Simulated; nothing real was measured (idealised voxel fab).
process module | voxel self aligned vias
cross-section cut | 175 nm wide | cells 5 nm
A cross-section is a grid of square cells, given in bands from the top down. A band is one or more rows of cells.
Each band's line starts with the height of the band's top and of its bottom, in nm. Then come its materials from left to right, each with its width in nm. One material with "throughout" fills the band from edge to edge. "air" is empty space.
Height 0 is the level under which the wafer as received is all one material. The lowest band goes on downwards, as in "0 down".
A width such as "30 to 40" changes by the same amount from each row of cells to the next, from the band's top row to its bottom row.
"no change" after a step means that no cell of the cross-section changed.
closed voids: empty space of 8 cells or more with no open way to the top, each as width x height at its distance from the left edge, in nm
after a step's settings: what the simulator itself notes on the step
overlay nm, on a step with a mask: how far to the right of its planned place the mask lay; to the left if negative
plan
1 op RECEIVE | material Si
2 op CONFORMAL_DEP | material SiO2 | thk nm 10
3 op CONFORMAL_DEP | material SiCN | thk nm 5
4 op DIRECTIONAL_DEP | material lowk | thk nm 25
5 op MASKED_ETCH | tone open | mask id LINES | width nm 30 | pitch nm 75 | etch materials lowk | depth nm 25 | overlay nm 0
6 op CONFORMAL_DEP | material TiN | thk nm 5
7 op FILL_DEP | material Ru | thk nm 10
8 op CMP | height nm 40
9 op SELECTIVE_ETCH | etch materials W Ru TiN | depth nm 10
10 op FILL_DEP | material SiN | thk nm 10
11 op CMP | height nm 40
12 op DIRECTIONAL_DEP | material lowk | thk nm 20
13 op MASKED_ETCH | tone open | mask id VIAS | width nm 50 | etch materials lowk | depth nm 20 | overlay nm 0
14 op MASKED_ETCH | tone open | mask id VIAS | width nm 50 | etch materials SiN | depth nm 10 | overlay nm 0
15 op CONFORMAL_DEP | material TiN | thk nm 5
16 op FILL_DEP | material Cu | thk nm 5
17 op CMP | height nm 60
18 op CONFORMAL_DEP | material SiN | thk nm 5
first wafer, as planned
as received, after step 1
  0 down: Si throughout
  closed voids: none
after step 2
  10 to 0: SiO2 throughout
  below 0: unchanged
after step 3
  15 to 10: SiCN throughout
  below 10: unchanged
after step 4
  40 to 15: lowk throughout
  below 15: unchanged
after step 5
  40 to 15: lowk 35 | air 30 | lowk 45 | air 30 | lowk 35
  below 15: unchanged
after step 6
  45 to 40: TiN 40 | air 20 | TiN 55 | air 20 | TiN 40
  40 to 20: lowk 35 | TiN 5 | air 20 | TiN 5 | lowk 45 | TiN 5 | air 20 | TiN 5 | lowk 35
  20 to 15: lowk 35 | TiN 30 | lowk 45 | TiN 30 | lowk 35
  below 15: unchanged
after step 7
  55 to 45: Ru throughout
  45 to 40: TiN 40 | Ru 20 | TiN 55 | Ru 20 | TiN 40
  40 to 20: lowk 35 | TiN 5 | Ru 20 | TiN 5 | lowk 45 | TiN 5 | Ru 20 | TiN 5 | lowk 35
  below 20: unchanged
after step 8
  40 to 20: lowk 35 | TiN 5 | Ru 20 | TiN 5 | lowk 45 | TiN 5 | Ru 20 | TiN 5 | lowk 35
  below 20: unchanged
after step 9
  40 to 30: lowk 35 | air 30 | lowk 45 | air 30 | lowk 35
  below 30: unchanged
after step 10
  50 to 40: SiN throughout
  40 to 30: lowk 35 | SiN 30 | lowk 45 | SiN 30 | lowk 35
  below 30: unchanged
after step 11
  40 to 30: lowk 35 | SiN 30 | lowk 45 | SiN 30 | lowk 35
  below 30: unchanged
after step 12
  60 to 40: lowk throughout
  below 40: unchanged
after step 13
  60 to 40: lowk 25 | air 50 | lowk 100
  below 40: unchanged
after step 14
  60 to 40: lowk 25 | air 50 | lowk 100
  40 to 30: lowk 35 | air 30 | lowk 45 | SiN 30 | lowk 35
  below 30: unchanged
after step 15
  65 to 60: TiN 30 | air 40 | TiN 105
  60 to 45: lowk 25 | TiN 5 | air 40 | TiN 5 | lowk 100
  45 to 40: lowk 25 | TiN 15 | air 20 | TiN 15 | lowk 100
  40 to 35: lowk 35 | TiN 5 | air 20 | TiN 5 | lowk 45 | SiN 30 | lowk 35
  35 to 30: lowk 35 | TiN 30 | lowk 45 | SiN 30 | lowk 35
  below 30: unchanged
after step 16
  70 to 65: Cu throughout
  65 to 60: TiN 30 | Cu 40 | TiN 105
  60 to 45: lowk 25 | TiN 5 | Cu 40 | TiN 5 | lowk 100
  45 to 40: lowk 25 | TiN 15 | Cu 20 | TiN 15 | lowk 100
  40 to 35: lowk 35 | TiN 5 | Cu 20 | TiN 5 | lowk 45 | SiN 30 | lowk 35
  below 35: unchanged
after step 17
  60 to 45: lowk 25 | TiN 5 | Cu 40 | TiN 5 | lowk 100
  below 45: unchanged
after step 18
  65 to 60: SiN throughout
  below 60: unchanged
second wafer: like start, like plan, one mistake. Through step 12 it matches the first wafer
when step 13 should have ended
  60 to 40: air 25 | lowk 50 | air 100
  below 40: unchanged
when step 14 should have ended: no change
when step 15 should have ended
  65 to 60: air 20 | TiN 60 | air 95
  60 to 45: air 20 | TiN 5 | lowk 50 | TiN 5 | air 95
  45 to 40: TiN 25 | lowk 50 | TiN 100
  below 40: unchanged
when step 16 should have ended
  70 to 65: Cu throughout
  65 to 60: Cu 20 | TiN 60 | Cu 95
  60 to 45: Cu 20 | TiN 5 | lowk 50 | TiN 5 | Cu 95
  below 45: unchanged
when step 17 should have ended
  60 to 45: Cu 20 | TiN 5 | lowk 50 | TiN 5 | Cu 95
  below 45: unchanged
when step 18 should have ended
  65 to 60: SiN throughout
  below 60: unchanged
what went wrong: step 13 ran as: op MASKED_ETCH | tone cover | mask id VIAS | width nm 50 | etch materials lowk | depth nm 20 | overlay nm 0
at the end the second wafer has, in cells: 37 more of Cu | 12 more of SiN | 11 more of TiN | 60 fewer of lowk
